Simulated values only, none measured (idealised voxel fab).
process module | voxel transistor to metal
cross-section cut | 290 nm wide | cells 5 nm
A cross-section is a grid of square cells, given in bands from the top down. A band is one or more rows of cells.
Each band's line starts with the height of the band's top and of its bottom, in nm. Then come its materials from left to right, each with its width in nm. One material with "throughout" fills the band from edge to edge. "air" is empty space.
Height 0 is the level under which the wafer as received is all one material. The lowest band goes on downwards, as in "0 down".
A width such as "30 to 40" changes by the same amount from each row of cells to the next, from the band's top row to its bottom row.
"no change" after a step means that no cell of the cross-section changed.
closed voids: empty space of 8 cells or more with no open way to the top, each as width x height at its distance from the left edge, in nm
after a step's settings: what the simulator itself notes on the step
overlay nm, on a step with a mask: how far to the right of its planned place the mask lay; to the left if negative
plan
1 op RECEIVE | material Si
2 op OXIDIZE | depth nm 5
3 op CONFORMAL_DEP | material SiN | thk nm 15
4 op DIRECTIONAL_DEP | material aC | thk nm 15
5 op PATTERN | tone cover | mask id ACTIVE | material resist | width nm 105 | pitch nm 125 | thk nm 30 | overlay nm 0
6 op DIRECTIONAL_ETCH | etch materials aC | depth nm 15
7 op STRIP | etch materials resist
8 op DIRECTIONAL_ETCH | etch materials SiN | depth nm 15
9 op DIRECTIONAL_ETCH | etch materials SiO2 | depth nm 5
10 op DIRECTIONAL_ETCH | etch materials Si | depth nm 25
11 op STRIP | etch materials aC
12 op OXIDIZE | depth nm 5
13 op FILL_DEP | material SiO2 | thk nm 10
14 op CMP | height nm 15
15 op SELECTIVE_ETCH | etch materials SiO2 | depth nm 15
16 op STRIP | etch materials SiN
17 op SELECTIVE_ETCH | etch materials SiO2 | depth nm 5
18 op OXIDIZE | depth nm 5
19 op DIRECTIONAL_DEP | material polySi | thk nm 20
20 op DIRECTIONAL_DEP | material SiCN | thk nm 10
21 op MASKED_ETCH | tone cover | mask id GATE | width nm 25 | pitch nm 125 | etch materials SiCN | depth nm 20 | overlay nm 0
22 op MASKED_ETCH | tone cover | mask id GATE | width nm 25 | pitch nm 125 | etch materials polySi | depth nm 30 | overlay nm 0
23 op CONFORMAL_DEP | material SiO2 | thk nm 5
24 op DIRECTIONAL_ETCH | etch materials SiO2 | depth nm 5
25 op CONFORMAL_DEP | material SiN | thk nm 10
26 op DIRECTIONAL_ETCH | etch materials SiN | depth nm 10
27 op DIRECTIONAL_ETCH | etch materials SiO2 | depth nm 5
28 op DIRECTIONAL_ETCH | etch materials Si | depth nm 15
29 op EPI | material nSi | thk nm 20
30 op FILL_DEP | material SiO2 | thk nm 10
31 op CMP | height nm 25
32 op DIRECTIONAL_DEP | material SiO2 | thk nm 15
33 op MASKED_ETCH | tone open | mask id CONTACT | width nm 20 | etch materials SiO2 | depth nm 30 | overlay nm 0
34 op CONFORMAL_DEP | material TiN | thk nm 5
35 op FILL_DEP | material Ru | thk nm 5
36 op CMP | height nm 40
37 op CONFORMAL_DEP | material SiCN | thk nm 5
38 op DIRECTIONAL_DEP | material SiO2 | thk nm 25
39 op DIRECTIONAL_DEP | material aC | thk nm 10
40 op PATTERN | tone open | mask id METAL_1 | material resist | width nm 20 | thk nm 30 | overlay nm 0
41 op DIRECTIONAL_ETCH | etch materials aC | depth nm 10
42 op STRIP | etch materials resist
43 op DIRECTIONAL_ETCH | etch materials SiO2 | depth nm 25
44 op DIRECTIONAL_ETCH | etch materials SiCN | depth nm 5
45 op STRIP | etch materials aC
46 op CONFORMAL_DEP | material TiN | thk nm 5
47 op FILL_DEP | material Cu | thk nm 10
48 op CMP | height nm 70
49 op CONFORMAL_DEP | material SiCN | thk nm 5
50 op DIRECTIONAL_DEP | material SiO2 | thk nm 25
51 op PATTERN | tone open | mask id METAL_2 | material resist | width nm 20 | pitch nm 125 | thk nm 20 | overlay nm 0
52 op DIRECTIONAL_ETCH | etch materials SiO2 | depth nm 15
53 op STRIP | etch materials resist
54 op DIRECTIONAL_DEP | material aC | thk nm 15
55 op PATTERN | tone open | mask id METAL_2_HOLES | material resist | width nm 15 | pitch nm 125 | thk nm 30 | overlay nm 0
56 op DIRECTIONAL_ETCH | etch materials aC | depth nm 15
57 op STRIP | etch materials resist
58 op DIRECTIONAL_ETCH | etch materials SiO2 | depth nm 10
59 op DIRECTIONAL_ETCH | etch materials SiCN | depth nm 5
60 op STRIP | etch materials aC
61 op CONFORMAL_DEP | material TiN | thk nm 5
62 op FILL_DEP | material Ru | thk nm 10
63 op CMP | height nm 100
64 op CONFORMAL_DEP | material SiCN | thk nm 5
as received, after step 1
  0 down: Si throughout
  closed voids: none
first wafer at the end, as planned
  105 to 100: SiCN throughout
  100 to 90: SiO2 35 | TiN 5 | Ru 10 | TiN 5 | SiO2 105 | TiN 5 | Ru 10 | TiN 5 | SiO2 110
  90 to 85: SiO2 35 | TiN 5 | Ru 5 | TiN 10 | SiO2 105 | TiN 5 | Ru 5 | TiN 10 | SiO2 110
  85 to 75: SiO2 35 | TiN 5 | Ru 5 | TiN 5 | SiO2 110 | TiN 5 | Ru 5 | TiN 5 | SiO2 115
  75 to 70: SiCN 35 | TiN 15 | SiCN 110 | TiN 15 | SiCN 115
  70 to 45: SiO2 35 | TiN 5 | Cu 10 | TiN 5 | SiO2 55 | TiN 5 | Cu 10 | TiN 5 | SiO2 30 | TiN 5 | Cu 10 | TiN 5 | SiO2 55 | TiN 5 | Cu 10 | TiN 5 | SiO2 35
  45 to 40: SiCN 35 | TiN 20 | SiCN 55 | TiN 20 | SiCN 30 | TiN 20 | SiCN 55 | TiN 20 | SiCN 35
  40 to 25: SiO2 35 | TiN 5 | Ru 10 | TiN 5 | SiO2 55 | TiN 5 | Ru 10 | TiN 5 | SiO2 30 | TiN 5 | Ru 10 | TiN 5 | SiO2 55 | TiN 5 | Ru 10 | TiN 5 | SiO2 35
  25 to 15: SiO2 35 | TiN 5 | Ru 10 | TiN 5 | SiN 10 | SiO2 5 | SiCN 25 | SiO2 5 | SiN 10 | TiN 5 | Ru 10 | TiN 5 | SiO2 30 | TiN 5 | Ru 10 | TiN 5 | SiN 10 | SiO2 5 | SiCN 25 | SiO2 5 | SiN 10 | TiN 5 | Ru 10 | TiN 5 | SiO2 35
  15 to 10: SiO2 35 | TiN 20 | SiN 10 | SiO2 5 | polySi 25 | SiO2 5 | SiN 10 | TiN 20 | SiO2 30 | TiN 20 | SiN 10 | SiO2 5 | polySi 25 | SiO2 5 | SiN 10 | TiN 20 | SiO2 35
  10 to -5: SiO2 35 | nSi 20 | SiN 10 | SiO2 5 | polySi 25 | SiO2 5 | SiN 10 | nSi 20 | SiO2 30 | nSi 20 | SiN 10 | SiO2 5 | polySi 25 | SiO2 5 | SiN 10 | nSi 20 | SiO2 35
  -5 to -10: SiO2 30 | nSi 25 | SiO2 55 | nSi 25 | SiO2 20 | nSi 25 | SiO2 55 | nSi 25 | SiO2 30
  -10 to -25: SiO2 35 | nSi 20 | Si 55 | nSi 20 | SiO2 30 | nSi 20 | Si 55 | nSi 20 | SiO2 35
  -25 to -35: SiO2 35 | Si 95 | SiO2 30 | Si 95 | SiO2 35
  -35 down: Si throughout
  closed voids: none
second wafer at the end: like start, like plan, one mistake
  105 to 100: SiCN throughout
  100 to 90: SiO2 35 | TiN 5 | Ru 10 | TiN 5 | SiO2 105 | TiN 5 | Ru 10 | TiN 5 | SiO2 110
  90 to 85: SiO2 35 | TiN 5 | Ru 5 | TiN 10 | SiO2 105 | TiN 5 | Ru 5 | TiN 10 | SiO2 110
  85 to 75: SiO2 35 | TiN 5 | Ru 5 | TiN 5 | SiO2 110 | TiN 5 | Ru 5 | TiN 5 | SiO2 115
  75 to 70: SiCN 35 | TiN 15 | SiCN 110 | TiN 15 | SiCN 115
  70 to 45: SiO2 35 | TiN 5 | Cu 10 | TiN 5 | SiO2 55 | TiN 5 | Cu 10 | TiN 5 | SiO2 30 | TiN 5 | Cu 10 | TiN 5 | SiO2 55 | TiN 5 | Cu 10 | TiN 5 | SiO2 35
  45 to 40: SiCN 35 | TiN 20 | SiCN 55 | TiN 20 | SiCN 30 | TiN 20 | SiCN 55 | TiN 20 | SiCN 35
  40 to 25: SiO2 35 | TiN 5 | Ru 10 | TiN 5 | SiO2 55 | TiN 5 | Ru 10 | TiN 5 | SiO2 30 | TiN 5 | Ru 10 | TiN 5 | SiO2 55 | TiN 5 | Ru 10 | TiN 5 | SiO2 35
  25 to 15: SiO2 35 | TiN 5 | Ru 10 | TiN 5 | SiN 10 | SiO2 5 | polySi 25 | SiO2 5 | SiN 10 | TiN 5 | Ru 10 | TiN 5 | SiO2 30 | TiN 5 | Ru 10 | TiN 5 | SiN 10 | SiO2 5 | polySi 25 | SiO2 5 | SiN 10 | TiN 5 | Ru 10 | TiN 5 | SiO2 35
  15 to 10: SiO2 35 | TiN 20 | SiN 10 | SiO2 5 | polySi 25 | SiO2 5 | SiN 10 | TiN 20 | SiO2 30 | TiN 20 | SiN 10 | SiO2 5 | polySi 25 | SiO2 5 | SiN 10 | TiN 20 | SiO2 35
  10 to -5: SiO2 35 | nSi 20 | SiN 10 | SiO2 5 | polySi 25 | SiO2 5 | SiN 10 | nSi 20 | SiO2 30 | nSi 20 | SiN 10 | SiO2 5 | polySi 25 | SiO2 5 | SiN 10 | nSi 20 | SiO2 35
  -5 to -10: SiO2 30 | nSi 25 | SiO2 55 | nSi 25 | SiO2 20 | nSi 25 | SiO2 55 | nSi 25 | SiO2 30
  -10 to -25: SiO2 35 | nSi 20 | Si 55 | nSi 20 | SiO2 30 | nSi 20 | Si 55 | nSi 20 | SiO2 35
  -25 to -35: SiO2 35 | Si 95 | SiO2 30 | Si 95 | SiO2 35
  -35 down: Si throughout
  closed voids: none
what went wrong: step 19 ran as: op DIRECTIONAL_DEP | material polySi | thk nm 30
at the end the second wafer has, in cells: 20 fewer of SiCN | 20 more of polySi
